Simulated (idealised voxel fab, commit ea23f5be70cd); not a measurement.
process module | voxel air gaps
cross-section cut | 300 nm wide | cells 5 nm
A cross-section is a grid of square cells, given in bands from the top down. A band is one or more rows of cells.
Each band's line starts with the height of the band's top and of its bottom, in nm. Then come its materials from left to right, each with its width in nm. One material with "throughout" fills the band from edge to edge. "air" is empty space.
Height 0 is the level under which the wafer as received is all one material. The lowest band goes on downwards, as in "0 down".
A width such as "30 to 40" changes by the same amount from each row of cells to the next, from the band's top row to its bottom row.
"no change" after a step means that no cell of the cross-section changed.
closed voids: empty space of 8 cells or more with no open way to the top, each as width x height at its distance from the left edge, in nm
after a step's settings: what the simulator itself notes on the step
overlay nm, on a step with a mask: how far to the right of its planned place the mask lay; to the left if negative
Each pair below shows a cross-section before one step and the cross-section after it, down to the lowest band that changed. The line under each pair gives the step between them, with its settings. The pairs can come from different runs of this module on the same starting wafer, so a pair continues from the pair above only where its "before" says so.
before
  0 down: Si throughout
  closed voids: none
after
  15 to 0: SiO2 throughout
  below 0: unchanged
  closed voids: none
the step between: op CONFORMAL_DEP | material SiO2 | thk nm 15
before: the cross-section after the pair above
after
  20 to 15: SiN throughout
  below 15: unchanged
  closed voids: none
the step between: op CONFORMAL_DEP | material SiN | thk nm 5
before: the cross-section after the pair above
after
  55 to 20: lowk throughout
  below 20: unchanged
  closed voids: none
the step between: op DIRECTIONAL_DEP | material lowk | thk nm 35
before: the cross-section after the pair above
after
  70 to 55: resist 80 | air 15 | resist 25 | air 15 | resist 25 | air 15 | resist 25 | air 15 | resist 85
  below 55: unchanged
  closed voids: none
the step between: op PATTERN | tone open | mask id LINES | material resist | width nm 15 | pitch nm 40 | thk nm 15 | overlay nm 0
before: the cross-section after the pair above
after
  70 to 55: resist 80 | air 15 | resist 25 | air 15 | resist 25 | air 15 | resist 25 | air 15 | resist 85
  55 to 20: lowk 80 | air 15 | lowk 25 | air 15 | lowk 25 | air 15 | lowk 25 | air 15 | lowk 85
  below 20: unchanged
  closed voids: none
the step between: op DIRECTIONAL_ETCH | etch materials lowk | depth nm 35
before: the cross-section after the pair above
after
  55 to 20: lowk 80 | air 15 | lowk 25 | air 15 | lowk 25 | air 15 | lowk 25 | air 15 | lowk 85
  below 20: unchanged
  closed voids: none
the step between: op STRIP | etch materials resist
before: the cross-section after the pair above
after
  60 to 55: TiN 85 | air 5 | TiN 35 | air 5 | TiN 35 | air 5 | TiN 35 | air 5 | TiN 90
  55 to 25: lowk 80 | TiN 5 | air 5 | TiN 5 | lowk 25 | TiN 5 | air 5 | TiN 5 | lowk 25 | TiN 5 | air 5 | TiN 5 | lowk 25 | TiN 5 | air 5 | TiN 5 | lowk 85
  25 to 20: lowk 80 | TiN 15 | lowk 25 | TiN 15 | lowk 25 | TiN 15 | lowk 25 | TiN 15 | lowk 85
  below 20: unchanged
  closed voids: none
the step between: op CONFORMAL_DEP | material TiN | thk nm 5
before: the cross-section after the pair above
after
  65 to 60: Ru throughout
  60 to 55: TiN 85 | Ru 5 | TiN 35 | Ru 5 | TiN 35 | Ru 5 | TiN 35 | Ru 5 | TiN 90
  55 to 25: lowk 80 | TiN 5 | Ru 5 | TiN 5 | lowk 25 | TiN 5 | Ru 5 | TiN 5 | lowk 25 | TiN 5 | Ru 5 | TiN 5 | lowk 25 | TiN 5 | Ru 5 | TiN 5 | lowk 85
  below 25: unchanged
  closed voids: none
the step between: op FILL_DEP | material Ru | thk nm 5
before: the cross-section after the pair above
after
  55 to 25: lowk 80 | TiN 5 | Ru 5 | TiN 5 | lowk 25 | TiN 5 | Ru 5 | TiN 5 | lowk 25 | TiN 5 | Ru 5 | TiN 5 | lowk 25 | TiN 5 | Ru 5 | TiN 5 | lowk 85
  below 25: unchanged
  closed voids: none
the step between: op CMP | height nm 55
before: the cross-section after the pair above
after
  65 to 55: air 70 | Ru 35 | air 5 | Ru 35 | air 5 | Ru 35 | air 5 | Ru 35 | air 75
  below 55: unchanged
  closed voids: none
the step between: op EPI | material Ru | thk nm 10
before: the cross-section after the pair above
after
  65 to 55: air 70 | Ru 35 | air 5 | Ru 35 | air 5 | Ru 35 | air 5 | Ru 35 | air 75
  55 to 25: air 80 | TiN 5 | Ru 5 | TiN 5 | air 25 | TiN 5 | Ru 5 | TiN 5 | air 25 | TiN 5 | Ru 5 | TiN 5 | air 25 | TiN 5 | Ru 5 | TiN 5 | air 85
  25 to 20: air 80 | TiN 15 | air 25 | TiN 15 | air 25 | TiN 15 | air 25 | TiN 15 | air 85
  below 20: unchanged
  closed voids: none
the step between: op SELECTIVE_ETCH | etch materials lowk | depth nm 45
before: the cross-section after the pair above
after
  70 to 65: air 65 | SiCN 165 | air 70
  65 to 55: air 65 | SiCN 5 | Ru 35 | SiCN 5 | Ru 35 | SiCN 5 | Ru 35 | SiCN 5 | Ru 35 | SiCN 5 | air 70
  55 to 50: air 65 | SiCN 15 | TiN 5 | Ru 5 | TiN 5 | SiCN 25 | TiN 5 | Ru 5 | TiN 5 | SiCN 25 | TiN 5 | Ru 5 | TiN 5 | SiCN 25 | TiN 5 | Ru 5 | TiN 5 | SiCN 15 | air 70
  50 to 25: air 75 | SiCN 5 | TiN 5 | Ru 5 | TiN 5 | SiCN 5 | air 15 | SiCN 5 | TiN 5 | Ru 5 | TiN 5 | SiCN 5 | air 15 | SiCN 5 | TiN 5 | Ru 5 | TiN 5 | SiCN 5 | air 15 | SiCN 5 | TiN 5 | Ru 5 | TiN 5 | SiCN 5 | air 80
  25 to 20: SiCN 80 | TiN 15 | SiCN 25 | TiN 15 | SiCN 25 | TiN 15 | SiCN 25 | TiN 15 | SiCN 85
  below 20: unchanged
  closed voids: 15 x 25 at 100; 15 x 25 at 140; 15 x 25 at 180
the step between: op CONFORMAL_DEP | material SiCN | thk nm 5
before
  15 to 0: SiO2 throughout
  0 down: Si throughout
  closed voids: none
after
  50 to 15: lowk throughout
  below 15: unchanged
  closed voids: none
the step between: op DIRECTIONAL_DEP | material lowk | thk nm 35
before: the cross-section after the pair above
after
  65 to 50: resist 80 | air 15 | resist 25 | air 15 | resist 25 | air 15 | resist 25 | air 15 | resist 85
  below 50: unchanged
  closed voids: none
the step between: op PATTERN | tone open | mask id LINES | material resist | width nm 15 | pitch nm 40 | thk nm 15 | overlay nm 0
before: the cross-section after the pair above
after
  65 to 50: resist 80 | air 15 | resist 25 | air 15 | resist 25 | air 15 | resist 25 | air 15 | resist 85
  50 to 15: lowk 80 | air 15 | lowk 25 | air 15 | lowk 25 | air 15 | lowk 25 | air 15 | lowk 85
  below 15: unchanged
  closed voids: none
the step between: op DIRECTIONAL_ETCH | etch materials lowk | depth nm 35
before: the cross-section after the pair above
after
  50 to 15: lowk 80 | air 15 | lowk 25 | air 15 | lowk 25 | air 15 | lowk 25 | air 15 | lowk 85
  below 15: unchanged
  closed voids: none
the step between: op STRIP | etch materials resist
before: the cross-section after the pair above
after
  55 to 50: TiN 85 | air 5 | TiN 35 | air 5 | TiN 35 | air 5 | TiN 35 | air 5 | TiN 90
  50 to 20: lowk 80 | TiN 5 | air 5 | TiN 5 | lowk 25 | TiN 5 | air 5 | TiN 5 | lowk 25 | TiN 5 | air 5 | TiN 5 | lowk 25 | TiN 5 | air 5 | TiN 5 | lowk 85
  20 to 15: lowk 80 | TiN 15 | lowk 25 | TiN 15 | lowk 25 | TiN 15 | lowk 25 | TiN 15 | lowk 85
  below 15: unchanged
  closed voids: none
the step between: op CONFORMAL_DEP | material TiN | thk nm 5
before: the cross-section after the pair above
after
  60 to 55: Ru throughout
  55 to 50: TiN 85 | Ru 5 | TiN 35 | Ru 5 | TiN 35 | Ru 5 | TiN 35 | Ru 5 | TiN 90
  50 to 20: lowk 80 | TiN 5 | Ru 5 | TiN 5 | lowk 25 | TiN 5 | Ru 5 | TiN 5 | lowk 25 | TiN 5 | Ru 5 | TiN 5 | lowk 25 | TiN 5 | Ru 5 | TiN 5 | lowk 85
  below 20: unchanged
  closed voids: none
the step between: op FILL_DEP | material Ru | thk nm 5
before: the cross-section after the pair above
after
  55 to 50: TiN 85 | Ru 5 | TiN 35 | Ru 5 | TiN 35 | Ru 5 | TiN 35 | Ru 5 | TiN 90
  below 50: unchanged
  closed voids: none
the step between: op CMP | height nm 55
before: the cross-section after the pair above
after
  65 to 55: Ru throughout
  below 55: unchanged
  closed voids: none
the step between: op EPI | material Ru | thk nm 10
before: the cross-section after the pair above
after
  70 to 65: SiCN throughout
  below 65: unchanged
  closed voids: none
the step between: op CONFORMAL_DEP | material SiCN | thk nm 5
before
  65 to 55: air 70 | Ru 35 | air 5 | Ru 35 | air 5 | Ru 35 | air 5 | Ru 35 | air 75
  55 to 25: lowk 80 | TiN 5 | Ru 5 | TiN 5 | lowk 25 | TiN 5 | Ru 5 | TiN 5 | lowk 25 | TiN 5 | Ru 5 | TiN 5 | lowk 25 | TiN 5 | Ru 5 | TiN 5 | lowk 85
  25 to 20: lowk 80 | TiN 15 | lowk 25 | TiN 15 | lowk 25 | TiN 15 | lowk 25 | TiN 15 | lowk 85
  20 to 15: SiN throughout
  15 to 0: SiO2 throughout
  0 down: Si throughout
  closed voids: none
after
  75 to 55: air 60 | Ru 175 | air 65
  below 55: unchanged
  closed voids: none
the step between: op EPI | material Ru | thk nm 10
before: the cross-section after the pair above
after
  75 to 55: air 60 | Ru 175 | air 65
  55 to 25: air 80 | TiN 5 | Ru 5 | TiN 5 | lowk 25 | TiN 5 | Ru 5 | TiN 5 | lowk 25 | TiN 5 | Ru 5 | TiN 5 | lowk 25 | TiN 5 | Ru 5 | TiN 5 | air 85
  25 to 20: air 80 | TiN 15 | lowk 25 | TiN 15 | lowk 25 | TiN 15 | lowk 25 | TiN 15 | air 85
  below 20: unchanged
  closed voids: none
the step between: op SELECTIVE_ETCH | etch materials lowk | depth nm 45
before: the cross-section after the pair above
after
  80 to 75: air 55 | SiCN 185 | air 60
  75 to 55: air 55 | SiCN 5 | Ru 175 | SiCN 5 | air 60
  55 to 50: air 55 | SiCN 25 | TiN 5 | Ru 5 | TiN 5 | lowk 25 | TiN 5 | Ru 5 | TiN 5 | lowk 25 | TiN 5 | Ru 5 | TiN 5 | lowk 25 | TiN 5 | Ru 5 | TiN 5 | SiCN 25 | air 60
  50 to 25: air 75 | SiCN 5 | TiN 5 | Ru 5 | TiN 5 | lowk 25 | TiN 5 | Ru 5 | TiN 5 | lowk 25 | TiN 5 | Ru 5 | TiN 5 | lowk 25 | TiN 5 | Ru 5 | TiN 5 | SiCN 5 | air 80
  25 to 20: SiCN 80 | TiN 15 | lowk 25 | TiN 15 | lowk 25 | TiN 15 | lowk 25 | TiN 15 | SiCN 85
  below 20: unchanged
  closed voids: none
the step between: op CONFORMAL_DEP | material SiCN | thk nm 5
before
  0 down: Si throughout
  closed voids: none
after
  5 to 0: SiN throughout
  below 0: unchanged
  closed voids: none
the step between: op CONFORMAL_DEP | material SiN | thk nm 5
before: the cross-section after the pair above
after
  20 to 5: SiO2 throughout
  below 5: unchanged
  closed voids: none
the step between: op CONFORMAL_DEP | material SiO2 | thk nm 15
before: the cross-section after the pair above
after
  55 to 20: lowk throughout
  below 20: unchanged
  closed voids: none
the step between: op DIRECTIONAL_DEP | material lowk | thk nm 35
before: the cross-section after the pair above
after
  70 to 55: resist 80 | air 15 | resist 25 | air 15 | resist 25 | air 15 | resist 25 | air 15 | resist 85
  below 55: unchanged
  closed voids: none
the step between: op PATTERN | tone open | mask id LINES | material resist | width nm 15 | pitch nm 40 | thk nm 15 | overlay nm 0
before: the cross-section after the pair above
after
  70 to 55: resist 80 | air 15 | resist 25 | air 15 | resist 25 | air 15 | resist 25 | air 15 | resist 85
  55 to 20: lowk 80 | air 15 | lowk 25 | air 15 | lowk 25 | air 15 | lowk 25 | air 15 | lowk 85
  below 20: unchanged
  closed voids: none
the step between: op DIRECTIONAL_ETCH | etch materials lowk | depth nm 35
before: the cross-section after the pair above
after
  55 to 20: lowk 80 | air 15 | lowk 25 | air 15 | lowk 25 | air 15 | lowk 25 | air 15 | lowk 85
  below 20: unchanged
  closed voids: none
the step between: op STRIP | etch materials resist
before: the cross-section after the pair above
after
  60 to 55: TiN 85 | air 5 | TiN 35 | air 5 | TiN 35 | air 5 | TiN 35 | air 5 | TiN 90
  55 to 25: lowk 80 | TiN 5 | air 5 | TiN 5 | lowk 25 | TiN 5 | air 5 | TiN 5 | lowk 25 | TiN 5 | air 5 | TiN 5 | lowk 25 | TiN 5 | air 5 | TiN 5 | lowk 85
  25 to 20: lowk 80 | TiN 15 | lowk 25 | TiN 15 | lowk 25 | TiN 15 | lowk 25 | TiN 15 | lowk 85
  below 20: unchanged
  closed voids: none
the step between: op CONFORMAL_DEP | material TiN | thk nm 5
before: the cross-section after the pair above
after
  65 to 60: Ru throughout
  60 to 55: TiN 85 | Ru 5 | TiN 35 | Ru 5 | TiN 35 | Ru 5 | TiN 35 | Ru 5 | TiN 90
  55 to 25: lowk 80 | TiN 5 | Ru 5 | TiN 5 | lowk 25 | TiN 5 | Ru 5 | TiN 5 | lowk 25 | TiN 5 | Ru 5 | TiN 5 | lowk 25 | TiN 5 | Ru 5 | TiN 5 | lowk 85
  below 25: unchanged
  closed voids: none
the step between: op FILL_DEP | material Ru | thk nm 5
before: the cross-section after the pair above
after
  55 to 25: lowk 80 | TiN 5 | Ru 5 | TiN 5 | lowk 25 | TiN 5 | Ru 5 | TiN 5 | lowk 25 | TiN 5 | Ru 5 | TiN 5 | lowk 25 | TiN 5 | Ru 5 | TiN 5 | lowk 85
  below 25: unchanged
  closed voids: none
the step between: op CMP | height nm 55
before: the cross-section after the pair above
after
  65 to 55: air 70 | Ru 35 | air 5 | Ru 35 | air 5 | Ru 35 | air 5 | Ru 35 | air 75
  below 55: unchanged
  closed voids: none
the step between: op EPI | material Ru | thk nm 10
before: the cross-section after the pair above
after
  65 to 55: air 70 | Ru 35 | air 5 | Ru 35 | air 5 | Ru 35 | air 5 | Ru 35 | air 75
  55 to 25: air 80 | TiN 5 | Ru 5 | TiN 5 | air 25 | TiN 5 | Ru 5 | TiN 5 | air 25 | TiN 5 | Ru 5 | TiN 5 | air 25 | TiN 5 | Ru 5 | TiN 5 | air 85
  25 to 20: air 80 | TiN 15 | air 25 | TiN 15 | air 25 | TiN 15 | air 25 | TiN 15 | air 85
  below 20: unchanged
  closed voids: none
the step between: op SELECTIVE_ETCH | etch materials lowk | depth nm 45
before: the cross-section after the pair above
after
  70 to 65: air 65 | SiCN 165 | air 70
  65 to 55: air 65 | SiCN 5 | Ru 35 | SiCN 5 | Ru 35 | SiCN 5 | Ru 35 | SiCN 5 | Ru 35 | SiCN 5 | air 70
  55 to 50: air 65 | SiCN 15 | TiN 5 | Ru 5 | TiN 5 | SiCN 25 | TiN 5 | Ru 5 | TiN 5 | SiCN 25 | TiN 5 | Ru 5 | TiN 5 | SiCN 25 | TiN 5 | Ru 5 | TiN 5 | SiCN 15 | air 70
  50 to 25: air 75 | SiCN 5 | TiN 5 | Ru 5 | TiN 5 | SiCN 5 | air 15 | SiCN 5 | TiN 5 | Ru 5 | TiN 5 | SiCN 5 | air 15 | SiCN 5 | TiN 5 | Ru 5 | TiN 5 | SiCN 5 | air 15 | SiCN 5 | TiN 5 | Ru 5 | TiN 5 | SiCN 5 | air 80
  25 to 20: SiCN 80 | TiN 15 | SiCN 25 | TiN 15 | SiCN 25 | TiN 15 | SiCN 25 | TiN 15 | SiCN 85
  below 20: unchanged
  closed voids: 15 x 25 at 100; 15 x 25 at 140; 15 x 25 at 180
the step between: op CONFORMAL_DEP | material SiCN | thk nm 5
before
  0 down: Si throughout
  closed voids: none
after
  5 to 0: SiO2 throughout
  below 0: unchanged
  closed voids: none
the step between: op CONFORMAL_DEP | material SiO2 | thk nm 5
before: the cross-section after the pair above
after
  10 to 5: SiN throughout
  below 5: unchanged
  closed voids: none
the step between: op CONFORMAL_DEP | material SiN | thk nm 5
before: the cross-section after the pair above
after
  45 to 10: lowk throughout
  below 10: unchanged
  closed voids: none
the step between: op DIRECTIONAL_DEP | material lowk | thk nm 35
before: the cross-section after the pair above
after
  60 to 45: resist 80 | air 15 | resist 25 | air 15 | resist 25 | air 15 | resist 25 | air 15 | resist 85
  below 45: unchanged
  closed voids: none
the step between: op PATTERN | tone open | mask id LINES | material resist | width nm 15 | pitch nm 40 | thk nm 15 | overlay nm 0
before: the cross-section after the pair above
after
  60 to 45: resist 80 | air 15 | resist 25 | air 15 | resist 25 | air 15 | resist 25 | air 15 | resist 85
  45 to 10: lowk 80 | air 15 | lowk 25 | air 15 | lowk 25 | air 15 | lowk 25 | air 15 | lowk 85
  below 10: unchanged
  closed voids: none
the step between: op DIRECTIONAL_ETCH | etch materials lowk | depth nm 35
before: the cross-section after the pair above
after
  45 to 10: lowk 80 | air 15 | lowk 25 | air 15 | lowk 25 | air 15 | lowk 25 | air 15 | lowk 85
  below 10: unchanged
  closed voids: none
the step between: op STRIP | etch materials resist
before: the cross-section after the pair above
after
  50 to 45: TiN 85 | air 5 | TiN 35 | air 5 | TiN 35 | air 5 | TiN 35 | air 5 | TiN 90
  45 to 15: lowk 80 | TiN 5 | air 5 | TiN 5 | lowk 25 | TiN 5 | air 5 | TiN 5 | lowk 25 | TiN 5 | air 5 | TiN 5 | lowk 25 | TiN 5 | air 5 | TiN 5 | lowk 85
  15 to 10: lowk 80 | TiN 15 | lowk 25 | TiN 15 | lowk 25 | TiN 15 | lowk 25 | TiN 15 | lowk 85
  below 10: unchanged
  closed voids: none
the step between: op CONFORMAL_DEP | material TiN | thk nm 5
before: the cross-section after the pair above
after
  55 to 50: Ru throughout
  50 to 45: TiN 85 | Ru 5 | TiN 35 | Ru 5 | TiN 35 | Ru 5 | TiN 35 | Ru 5 | TiN 90
  45 to 15: lowk 80 | TiN 5 | Ru 5 | TiN 5 | lowk 25 | TiN 5 | Ru 5 | TiN 5 | lowk 25 | TiN 5 | Ru 5 | TiN 5 | lowk 25 | TiN 5 | Ru 5 | TiN 5 | lowk 85
  below 15: unchanged
  closed voids: none
the step between: op FILL_DEP | material Ru | thk nm 5
before: the cross-section after the pair above
after
  65 to 50: Ru throughout
  below 50: unchanged
  closed voids: none
the step between: op EPI | material Ru | thk nm 10
before: the cross-section after the pair above
after
  70 to 65: SiCN throughout
  below 65: unchanged
  closed voids: none
the step between: op CONFORMAL_DEP | material SiCN | thk nm 5
before
  55 to 20: lowk throughout
  20 to 15: SiN throughout
  15 to 0: SiO2 throughout
  0 down: Si throughout
  closed voids: none
after
  70 to 55: resist 80 | air 20 | resist 20 | air 20 | resist 20 | air 20 | resist 20 | air 20 | resist 80
  below 55: unchanged
  closed voids: none
the step between: op PATTERN | tone open | mask id LINES | material resist | width nm 20 | pitch nm 40 | thk nm 15 | overlay nm 0
before: the cross-section after the pair above
after
  70 to 55: resist 80 | air 20 | resist 20 | air 20 | resist 20 | air 20 | resist 20 | air 20 | resist 80
  55 to 20: lowk 80 | air 20 | lowk 20 | air 20 | lowk 20 | air 20 | lowk 20 | air 20 | lowk 80
  below 20: unchanged
  closed voids: none
the step between: op DIRECTIONAL_ETCH | etch materials lowk | depth nm 35
before: the cross-section after the pair above
after
  55 to 20: lowk 80 | air 20 | lowk 20 | air 20 | lowk 20 | air 20 | lowk 20 | air 20 | lowk 80
  below 20: unchanged
  closed voids: none
the step between: op STRIP | etch materials resist
before: the cross-section after the pair above
after
  60 to 55: TiN 85 | air 10 | TiN 30 | air 10 | TiN 30 | air 10 | TiN 30 | air 10 | TiN 85
  55 to 25: lowk 80 | TiN 5 | air 10 | TiN 5 | lowk 20 | TiN 5 | air 10 | TiN 5 | lowk 20 | TiN 5 | air 10 | TiN 5 | lowk 20 | TiN 5 | air 10 | TiN 5 | lowk 80
  25 to 20: lowk 80 | TiN 20 | lowk 20 | TiN 20 | lowk 20 | TiN 20 | lowk 20 | TiN 20 | lowk 80
  below 20: unchanged
  closed voids: none
the step between: op CONFORMAL_DEP | material TiN | thk nm 5
before: the cross-section after the pair above
after
  65 to 60: Ru throughout
  60 to 55: TiN 85 | Ru 10 | TiN 30 | Ru 10 | TiN 30 | Ru 10 | TiN 30 | Ru 10 | TiN 85
  55 to 25: lowk 80 | TiN 5 | Ru 10 | TiN 5 | lowk 20 | TiN 5 | Ru 10 | TiN 5 | lowk 20 | TiN 5 | Ru 10 | TiN 5 | lowk 20 | TiN 5 | Ru 10 | TiN 5 | lowk 80
  below 25: unchanged
  closed voids: none
the step between: op FILL_DEP | material Ru | thk nm 5
before: the cross-section after the pair above
after
  55 to 25: lowk 80 | TiN 5 | Ru 10 | TiN 5 | lowk 20 | TiN 5 | Ru 10 | TiN 5 | lowk 20 | TiN 5 | Ru 10 | TiN 5 | lowk 20 | TiN 5 | Ru 10 | TiN 5 | lowk 80
  below 25: unchanged
  closed voids: none
the step between: op CMP | height nm 55
before: the cross-section after the pair above
after
  65 to 55: air 70 | Ru 160 | air 70
  below 55: unchanged
  closed voids: none
the step between: op EPI | material Ru | thk nm 10
before: the cross-section after the pair above
after
  65 to 55: air 70 | Ru 160 | air 70
  55 to 25: air 80 | TiN 5 | Ru 10 | TiN 5 | lowk 20 | TiN 5 | Ru 10 | TiN 5 | lowk 20 | TiN 5 | Ru 10 | TiN 5 | lowk 20 | TiN 5 | Ru 10 | TiN 5 | air 80
  25 to 20: air 80 | TiN 20 | lowk 20 | TiN 20 | lowk 20 | TiN 20 | lowk 20 | TiN 20 | air 80
  below 20: unchanged
  closed voids: none
the step between: op SELECTIVE_ETCH | etch materials lowk | depth nm 45
before: the cross-section after the pair above
after
  70 to 65: air 65 | SiCN 170 | air 65
  65 to 55: air 65 | SiCN 5 | Ru 160 | SiCN 5 | air 65
  55 to 50: air 65 | SiCN 15 | TiN 5 | Ru 10 | TiN 5 | lowk 20 | TiN 5 | Ru 10 | TiN 5 | lowk 20 | TiN 5 | Ru 10 | TiN 5 | lowk 20 | TiN 5 | Ru 10 | TiN 5 | SiCN 15 | air 65
  50 to 25: air 75 | SiCN 5 | TiN 5 | Ru 10 | TiN 5 | lowk 20 | TiN 5 | Ru 10 | TiN 5 | lowk 20 | TiN 5 | Ru 10 | TiN 5 | lowk 20 | TiN 5 | Ru 10 | TiN 5 | SiCN 5 | air 75
  25 to 20: SiCN 80 | TiN 20 | lowk 20 | TiN 20 | lowk 20 | TiN 20 | lowk 20 | TiN 20 | SiCN 80
  below 20: unchanged
  closed voids: none
the step between: op CONFORMAL_DEP | material SiCN | thk nm 5
before
  55 to 20: lowk throughout
  20 to 15: SiN throughout
  15 to 0: SiO2 throughout
  0 down: Si throughout
  closed voids: none
after
  70 to 55: resist 70 | air 15 | resist 25 | air 15 | resist 25 | air 15 | resist 25 | air 15 | resist 95
  below 55: unchanged
  closed voids: none
the step between: op PATTERN | tone open | mask id LINES | material resist | width nm 15 | pitch nm 40 | thk nm 15 | overlay nm -10
before: the cross-section after the pair above
after
  70 to 55: resist 70 | air 15 | resist 25 | air 15 | resist 25 | air 15 | resist 25 | air 15 | resist 95
  55 to 20: lowk 70 | air 15 | lowk 25 | air 15 | lowk 25 | air 15 | lowk 25 | air 15 | lowk 95
  below 20: unchanged
  closed voids: none
the step between: op DIRECTIONAL_ETCH | etch materials lowk | depth nm 35
before: the cross-section after the pair above
after
  55 to 20: lowk 70 | air 15 | lowk 25 | air 15 | lowk 25 | air 15 | lowk 25 | air 15 | lowk 95
  below 20: unchanged
  closed voids: none
the step between: op STRIP | etch materials resist
before: the cross-section after the pair above
after
  60 to 55: TiN 75 | air 5 | TiN 35 | air 5 | TiN 35 | air 5 | TiN 35 | air 5 | TiN 100
  55 to 25: lowk 70 | TiN 5 | air 5 | TiN 5 | lowk 25 | TiN 5 | air 5 | TiN 5 | lowk 25 | TiN 5 | air 5 | TiN 5 | lowk 25 | TiN 5 | air 5 | TiN 5 | lowk 95
  25 to 20: lowk 70 | TiN 15 | lowk 25 | TiN 15 | lowk 25 | TiN 15 | lowk 25 | TiN 15 | lowk 95
  below 20: unchanged
  closed voids: none
the step between: op CONFORMAL_DEP | material TiN | thk nm 5
before: the cross-section after the pair above
after
  65 to 60: Ru throughout
  60 to 55: TiN 75 | Ru 5 | TiN 35 | Ru 5 | TiN 35 | Ru 5 | TiN 35 | Ru 5 | TiN 100
  55 to 25: lowk 70 | TiN 5 | Ru 5 | TiN 5 | lowk 25 | TiN 5 | Ru 5 | TiN 5 | lowk 25 | TiN 5 | Ru 5 | TiN 5 | lowk 25 | TiN 5 | Ru 5 | TiN 5 | lowk 95
  below 25: unchanged
  closed voids: none
the step between: op FILL_DEP | material Ru | thk nm 5
before: the cross-section after the pair above
after
  55 to 25: lowk 70 | TiN 5 | Ru 5 | TiN 5 | lowk 25 | TiN 5 | Ru 5 | TiN 5 | lowk 25 | TiN 5 | Ru 5 | TiN 5 | lowk 25 | TiN 5 | Ru 5 | TiN 5 | lowk 95
  below 25: unchanged
  closed voids: none
the step between: op CMP | height nm 55
before: the cross-section after the pair above
after
  65 to 55: air 60 | Ru 35 | air 5 | Ru 35 | air 5 | Ru 35 | air 5 | Ru 35 | air 85
  below 55: unchanged
  closed voids: none
the step between: op EPI | material Ru | thk nm 10
before: the cross-section after the pair above
after
  65 to 55: air 60 | Ru 35 | air 5 | Ru 35 | air 5 | Ru 35 | air 5 | Ru 35 | air 85
  55 to 25: air 70 | TiN 5 | Ru 5 | TiN 5 | air 25 | TiN 5 | Ru 5 | TiN 5 | air 25 | TiN 5 | Ru 5 | TiN 5 | air 25 | TiN 5 | Ru 5 | TiN 5 | air 95
  25 to 20: air 70 | TiN 15 | air 25 | TiN 15 | air 25 | TiN 15 | air 25 | TiN 15 | air 95
  below 20: unchanged
  closed voids: none
the step between: op SELECTIVE_ETCH | etch materials lowk | depth nm 45
before: the cross-section after the pair above
after
  70 to 65: air 55 | SiCN 165 | air 80
  65 to 55: air 55 | SiCN 5 | Ru 35 | SiCN 5 | Ru 35 | SiCN 5 | Ru 35 | SiCN 5 | Ru 35 | SiCN 5 | air 80
  55 to 50: air 55 | SiCN 15 | TiN 5 | Ru 5 | TiN 5 | SiCN 25 | TiN 5 | Ru 5 | TiN 5 | SiCN 25 | TiN 5 | Ru 5 | TiN 5 | SiCN 25 | TiN 5 | Ru 5 | TiN 5 | SiCN 15 | air 80
  50 to 25: air 65 | SiCN 5 | TiN 5 | Ru 5 | TiN 5 | SiCN 5 | air 15 | SiCN 5 | TiN 5 | Ru 5 | TiN 5 | SiCN 5 | air 15 | SiCN 5 | TiN 5 | Ru 5 | TiN 5 | SiCN 5 | air 15 | SiCN 5 | TiN 5 | Ru 5 | TiN 5 | SiCN 5 | air 90
  25 to 20: SiCN 70 | TiN 15 | SiCN 25 | TiN 15 | SiCN 25 | TiN 15 | SiCN 25 | TiN 15 | SiCN 95
  below 20: unchanged
  closed voids: 15 x 25 at 90; 15 x 25 at 130; 15 x 25 at 170
the step between: op CONFORMAL_DEP | material SiCN | thk nm 5
before
  65 to 55: air 70 | Ru 35 | air 5 | Ru 35 | air 5 | Ru 35 | air 5 | Ru 35 | air 75
  55 to 25: air 80 | TiN 5 | Ru 5 | TiN 5 | air 25 | TiN 5 | Ru 5 | TiN 5 | air 25 | TiN 5 | Ru 5 | TiN 5 | air 25 | TiN 5 | Ru 5 | TiN 5 | air 85
  25 to 20: air 80 | TiN 15 | air 25 | TiN 15 | air 25 | TiN 15 | air 25 | TiN 15 | air 85
  20 to 15: SiN throughout
  15 to 0: SiO2 throughout
  0 down: Si throughout
  closed voids: none
after
  70 to 65: air 65 | lowk 165 | air 70
  65 to 55: air 65 | lowk 5 | Ru 35 | lowk 5 | Ru 35 | lowk 5 | Ru 35 | lowk 5 | Ru 35 | lowk 5 | air 70
  55 to 50: air 65 | lowk 15 | TiN 5 | Ru 5 | TiN 5 | lowk 25 | TiN 5 | Ru 5 | TiN 5 | lowk 25 | TiN 5 | Ru 5 | TiN 5 | lowk 25 | TiN 5 | Ru 5 | TiN 5 | lowk 15 | air 70
  50 to 25: air 75 | lowk 5 | TiN 5 | Ru 5 | TiN 5 | lowk 5 | air 15 | lowk 5 | TiN 5 | Ru 5 | TiN 5 | lowk 5 | air 15 | lowk 5 | TiN 5 | Ru 5 | TiN 5 | lowk 5 | air 15 | lowk 5 | TiN 5 | Ru 5 | TiN 5 | lowk 5 | air 80
  25 to 20: lowk 80 | TiN 15 | lowk 25 | TiN 15 | lowk 25 | TiN 15 | lowk 25 | TiN 15 | lowk 85
  below 20: unchanged
  closed voids: 15 x 25 at 100; 15 x 25 at 140; 15 x 25 at 180
the step between: op CONFORMAL_DEP | material lowk | thk nm 5
before
  55 to 20: lowk throughout
  20 to 15: SiN throughout
  15 to 0: SiO2 throughout
  0 down: Si throughout
  closed voids: none
after
  70 to 55: air 80 | resist 15 | air 25 | resist 15 | air 25 | resist 15 | air 25 | resist 15 | air 85
  below 55: unchanged
  closed voids: none
the step between: op PATTERN | tone cover | mask id LINES | material resist | width nm 15 | pitch nm 40 | thk nm 15 | overlay nm 0
before: the cross-section after the pair above
after
  70 to 55: air 80 | resist 15 | air 25 | resist 15 | air 25 | resist 15 | air 25 | resist 15 | air 85
  55 to 20: air 80 | lowk 15 | air 25 | lowk 15 | air 25 | lowk 15 | air 25 | lowk 15 | air 85
  below 20: unchanged
  closed voids: none
the step between: op DIRECTIONAL_ETCH | etch materials lowk | depth nm 35
before: the cross-section after the pair above
after
  55 to 20: air 80 | lowk 15 | air 25 | lowk 15 | air 25 | lowk 15 | air 25 | lowk 15 | air 85
  below 20: unchanged
  closed voids: none
the step between: op STRIP | etch materials resist
before: the cross-section after the pair above
after
  60 to 55: air 75 | TiN 25 | air 15 | TiN 25 | air 15 | TiN 25 | air 15 | TiN 25 | air 80
  55 to 25: air 75 | TiN 5 | lowk 15 | TiN 5 | air 15 | TiN 5 | lowk 15 | TiN 5 | air 15 | TiN 5 | lowk 15 | TiN 5 | air 15 | TiN 5 | lowk 15 | TiN 5 | air 80
  25 to 20: TiN 80 | lowk 15 | TiN 25 | lowk 15 | TiN 25 | lowk 15 | TiN 25 | lowk 15 | TiN 85
  below 20: unchanged
  closed voids: none
the step between: op CONFORMAL_DEP | material TiN | thk nm 5
